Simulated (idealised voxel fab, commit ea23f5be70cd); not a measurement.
process module | voxel quadruple lines
cross-section cut | 200 nm wide | cells 5 nm
A cross-section is a grid of square cells, given in bands from the top down. A band is one or more rows of cells.
Each band's line starts with the height of the band's top and of its bottom, in nm. Then come its materials from left to right, each with its width in nm. One material with "throughout" fills the band from edge to edge. "air" is empty space.
Height 0 is the level under which the wafer as received is all one material. The lowest band goes on downwards, as in "0 down".
A width such as "30 to 40" changes by the same amount from each row of cells to the next, from the band's top row to its bottom row.
"no change" after a step means that no cell of the cross-section changed.
closed voids: empty space of 8 cells or more with no open way to the top, each as width x height at its distance from the left edge, in nm
after a step's settings: what the simulator itself notes on the step
overlay nm, on a step with a mask: how far to the right of its planned place the mask lay; to the left if negative
plan
1 op RECEIVE | material Si
2 op CONFORMAL_DEP | material Al2O3 | thk nm 10
3 op DIRECTIONAL_DEP | material TiN | thk nm 10
4 op DIRECTIONAL_DEP | material polySi | thk nm 15
5 op DIRECTIONAL_DEP | material aC | thk nm 20
6 op PATTERN | tone cover | mask id MANDREL | material resist | width nm 30 | thk nm 30 | overlay nm 0
7 op DIRECTIONAL_ETCH | etch materials aC | depth nm 20
8 op STRIP | etch materials resist
9 op CONFORMAL_DEP | material SiO2 | thk nm 10
10 op DIRECTIONAL_ETCH | etch materials SiO2 | depth nm 10
11 op STRIP | etch materials aC
12 op DIRECTIONAL_ETCH | etch materials polySi | depth nm 15
13 op STRIP | etch materials SiO2
14 op CONFORMAL_DEP | material SiCN | thk nm 10
15 op DIRECTIONAL_ETCH | etch materials SiCN | depth nm 10
16 op STRIP | etch materials polySi
17 op DIRECTIONAL_ETCH | etch materials TiN | depth nm 10
18 op STRIP | etch materials SiCN
first wafer, as planned
as received, after step 1
  0 down: Si throughout
  closed voids: none
after step 2
  10 to 0: Al2O3 throughout
  below 0: unchanged
after step 3
  20 to 10: TiN throughout
  below 10: unchanged
after step 4
  35 to 20: polySi throughout
  below 20: unchanged
after step 5
  55 to 35: aC throughout
  below 35: unchanged
after step 6
  85 to 55: air 85 | resist 30 | air 85
  below 55: unchanged
after step 7
  65 to 55: air 85 | resist 30 | air 85
  55 to 35: air 85 | aC 30 | air 85
  below 35: unchanged
after step 8
  55 to 35: air 85 | aC 30 | air 85
  below 35: unchanged
after step 9
  65 to 55: air 75 | SiO2 50 | air 75
  55 to 45: air 75 | SiO2 10 | aC 30 | SiO2 10 | air 75
  45 to 35: SiO2 85 | aC 30 | SiO2 85
  below 35: unchanged
after step 10
  55 to 35: air 75 | SiO2 10 | aC 30 | SiO2 10 | air 75
  below 35: unchanged
after step 11
  55 to 35: air 75 | SiO2 10 | air 30 | SiO2 10 | air 75
  below 35: unchanged
after step 12
  55 to 35: air 75 | SiO2 10 | air 30 | SiO2 10 | air 75
  35 to 20: air 75 | polySi 10 | air 30 | polySi 10 | air 75
  below 20: unchanged
after step 13
  35 to 20: air 75 | polySi 10 | air 30 | polySi 10 | air 75
  below 20: unchanged
after step 14
  45 to 35: air 65 | SiCN 30 | air 10 | SiCN 30 | air 65
  35 to 30: air 65 | SiCN 10 | polySi 10 | SiCN 10 | air 10 | SiCN 10 | polySi 10 | SiCN 10 | air 65
  30 to 20: SiCN 75 | polySi 10 | SiCN 30 | polySi 10 | SiCN 75
  below 20: unchanged
after step 15
  35 to 20: air 65 | SiCN 10 | polySi 10 | SiCN 10 | air 10 | SiCN 10 | polySi 10 | SiCN 10 | air 65
  below 20: unchanged
after step 16
  35 to 20: air 65 | SiCN 10 | air 10 | SiCN 10 | air 10 | SiCN 10 | air 10 | SiCN 10 | air 65
  below 20: unchanged
after step 17
  35 to 20: air 65 | SiCN 10 | air 10 | SiCN 10 | air 10 | SiCN 10 | air 10 | SiCN 10 | air 65
  20 to 10: air 65 | TiN 10 | air 10 | TiN 10 | air 10 | TiN 10 | air 10 | TiN 10 | air 65
  below 10: unchanged
after step 18
  20 to 10: air 65 | TiN 10 | air 10 | TiN 10 | air 10 | TiN 10 | air 10 | TiN 10 | air 65
  below 10: unchanged
second wafer: like start, like plan, one mistake. Through step 16 it matches the first wafer
when step 17 should have ended
  35 to 20: air 65 | SiCN 10 | air 10 | SiCN 10 | air 10 | SiCN 10 | air 10 | SiCN 10 | air 65
  20 to 15: air 65 | TiN 10 | air 10 | TiN 10 | air 10 | TiN 10 | air 10 | TiN 10 | air 65
  below 15: unchanged
when step 18 should have ended
  20 to 15: air 65 | TiN 10 | air 10 | TiN 10 | air 10 | TiN 10 | air 10 | TiN 10 | air 65
  below 15: unchanged
what went wrong: step 17 ran as: op DIRECTIONAL_ETCH | etch materials TiN | depth nm 5
at the end the second wafer has, in cells: 32 more of TiN
